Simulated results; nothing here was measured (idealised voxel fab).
Process module heading - voxel self aligned vias
The width of the displayed cross-section, cut, is 295 nm; its cells are square, with a size of 5 nm.
How to read a cross-section here: the picture is a grid of square cells, written as bands going from the top down, and any band can span one or more rows of cells.
Band: top and bottom heights (nm) first, top before bottom; then materials from left to right, widths in nm. "edge to edge" marks a sole material filling the band edge to edge. "empty" denotes empty space.
Below 0: as-received wafer, all one material; heights counted from there. Lowest band: no bottom, goes on down, written "0..down".
Graded width ("30 to 40"): value in top row of band = first number; value in bottom row = second number; row-to-row change constant.
Key: "remained unchanged" - step with no changed cell in the cross-section.
Each empty space that has no open way to the top and spans at least 8 cells appears under "Trapped voids" as width x height at distance, the distance counted from the left edge, all in nm.
If you see something after the settings on a step's line, that's the simulator's own remark about that step.
Steps that use a mask can have "overlay nm" on their line. It says how far the mask sat to the right of where it was meant to be. Negative means to the left.
Planned step list for the process:
1,op RECEIVE | material Si
2,op CONFORMAL_DEP | material SiO2 | thk nm 10
3,op CONFORMAL_DEP | material SiCN | thk nm 5
4,op DIRECTIONAL_DEP | material lowk | thk nm 30
5,op DIRECTIONAL_DEP | material aC | thk nm 15
6,op PATTERN | tone open | mask id LINES | material resist | width nm 30 | pitch nm 70 | thk nm 35 | overlay nm 0
7,op DIRECTIONAL_ETCH | etch materials aC | depth nm 15
8,op STRIP | etch materials resist
9,op DIRECTIONAL_ETCH | etch materials lowk | depth nm 30
10,op STRIP | etch materials aC
11,op CONFORMAL_DEP | material TiN | thk nm 5
12,op FILL_DEP | material W | thk nm 10
13,op CMP | height nm 45
14,op SELECTIVE_ETCH | etch materials W Ru TiN | depth nm 10
15,op FILL_DEP | material SiN | thk nm 10
16,op CMP | height nm 45
17,op DIRECTIONAL_DEP | material lowk | thk nm 20
18,op PATTERN | tone open | mask id VIAS | material resist | width nm 40 | thk nm 15 | overlay nm 0
19,op DIRECTIONAL_ETCH | etch materials lowk | depth nm 20
20,op DIRECTIONAL_ETCH | etch materials SiN | depth nm 10
21,op STRIP | etch materials resist
22,op CONFORMAL_DEP | material TiN | thk nm 5
23,op FILL_DEP | material W | thk nm 5
24,op CMP | height nm 65
25,op CONFORMAL_DEP | material SiCN | thk nm 5
Cross-section of the wafer upon arrival, representing the state reached after step 1:
* 0..down | Si edge to edge
* Trapped voids: none
Figure: cross-sectional view of the wafer upon completion of the module, processed from the initial state and according to the plan depicted above, with one error introduced during execution:
* 70..65 | SiCN edge to edge
* 65..50 | 90 nm lowk | 5 nm TiN | 30 nm W | 5 nm TiN | 165 nm lowk
* 50..45 | 90 nm lowk | 40 nm TiN | 165 nm lowk
* 45..35 | 90 nm SiN | 5 nm TiN | 30 nm lowk | 5 nm TiN | 35 nm SiN | 30 nm lowk | 100 nm SiN
* 35..20 | 90 nm W | 5 nm TiN | 30 nm lowk | 5 nm TiN | 30 nm W | 5 nm TiN | 30 nm lowk | 5 nm TiN | 95 nm W
* 20..15 | 95 nm TiN | 30 nm lowk | 40 nm TiN | 30 nm lowk | 100 nm TiN
* 15..10 | SiCN edge to edge
* 10..0 | SiO2 edge to edge
* 0..down | Si edge to edge
* Trapped voids: none
The mistake made against the process plan was this: step 6 ran differently from the plan; actual operation with settings: op PATTERN | tone cover | mask id LINES | material resist | width nm 30 | pitch nm 70 | thk nm 35 | overlay nm 0
